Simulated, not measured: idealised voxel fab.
process module | voxel ribs on slabs
Section shown: cut. Width: 265 nm. Cell size: 5 nm, square.
Think of the cross-section as a grid of square cells. We describe it in bands, top to bottom, and each band covers one or more rows of those cells.
A band entry consists of two parts. The first gives the height of the band's top and the height of its bottom, in nm. The rest lists the band's materials from left to right, each with its width in nm. A single material labelled with the word "throughout" fills the band from edge to edge, and the word "blank" marks empty space.
Counting heights begins at 0, where everything beneath is, in the wafer as received, one material. The lowest band has no bottom; it goes on downwards, as "top 0, no bottom" shows.
Graded width ("30..40"): value in top row of band = first number; value in bottom row = second number; row-to-row change constant.
"left unchanged" after a step means that no cell of the cross-section changed.
Any empty space of 8 cells or more lacking an open way to the top shows up in "Sealed internal voids" as width x height at distance, distance from the left edge, in nm.
If you see something after the settings on a step's line, that's the simulator's own remark about that step.
overlay nm: where the mask lay relative to plan, measured to the right, on steps with a mask; negatives go left.
# Listed below are the process steps as planned
1: RECEIVE: material Si
2: DIRECTIONAL_DEP: material SiO2, thk nm 20
3: DIRECTIONAL_DEP: material polySi, thk nm 15
4: PATTERN: tone cover, mask id RIB, material resist, width nm 30, thk nm 15, overlay nm 0
5: DIRECTIONAL_ETCH: etch materials polySi, depth nm 5
6: STRIP: etch materials resist
7: PATTERN: tone cover, mask id SLAB, material resist, width nm 70, thk nm 20, overlay nm 0
8: DIRECTIONAL_ETCH: etch materials polySi, depth nm 10
9: STRIP: etch materials resist
10: FILL_DEP: material SiO2, thk nm 20
11: CMP: height nm 50
12: DIRECTIONAL_DEP: material TiN, thk nm 5
13: DIRECTIONAL_DEP: material aC, thk nm 10
14: PATTERN: tone cover, mask id HEATER, material resist, width nm 40, thk nm 25, overlay nm 0
15: DIRECTIONAL_ETCH: etch materials aC, depth nm 10
16: STRIP: etch materials resist
17: DIRECTIONAL_ETCH: etch materials TiN, depth nm 5
18: STRIP: etch materials aC
19: CONFORMAL_DEP: material SiN, thk nm 5
The wafers in this document start out alike and differ in the width nm applied at step 7; the plan shows the value used for the first wafer.
# The first of several wafers as received, shown in cross-section; this is its state after step 1
top 0, no bottom  Si throughout
Sealed internal voids: none
# After the module's final step, step 19: the first of several wafers in cross-section
top 60, bottom 55  105 blank, 50 SiN, 110 blank
top 55, bottom 50  110 SiN, 40 TiN, 115 SiN
top 50, bottom 35  SiO2 throughout
top 35, bottom 30  115 SiO2, 30 polySi, 120 SiO2
top 30, bottom 20  95 SiO2, 70 polySi, 100 SiO2
top 20, bottom 0  SiO2 throughout
top 0, no bottom  Si throughout
Sealed internal voids: none
# The final wafer, sectioned at module end
top 60, bottom 55  105 blank, 50 SiN, 110 blank
top 55, bottom 50  110 SiN, 40 TiN, 115 SiN
top 50, bottom 35  SiO2 throughout
top 35, bottom 30  115 SiO2, 30 polySi, 120 SiO2
top 30, bottom 20  85 SiO2, 95 polySi, 85 SiO2
top 20, bottom 0  SiO2 throughout
top 0, no bottom  Si throughout
Sealed internal voids: none
# Basically each wafer gets a line in the table, showing it at the end of the module: material by material, the cells it gained (+) or lost (-) since we got it, then its closed voids
width nm 70; +55 SiN; +496 SiO2; +8 TiN; +34 polySi; Sealed internal voids: none
width nm 75; +55 SiN; +494 SiO2; +8 TiN; +36 polySi; Sealed internal voids: none
width nm 80; +55 SiN; +492 SiO2; +8 TiN; +38 polySi; Sealed internal voids: none
width nm 85; +55 SiN; +490 SiO2; +8 TiN; +40 polySi; Sealed internal voids: none
width nm 90; +55 SiN; +488 SiO2; +8 TiN; +42 polySi; Sealed internal voids: none
width nm 95; +55 SiN; +486 SiO2; +8 TiN; +44 polySi; Sealed internal voids: none
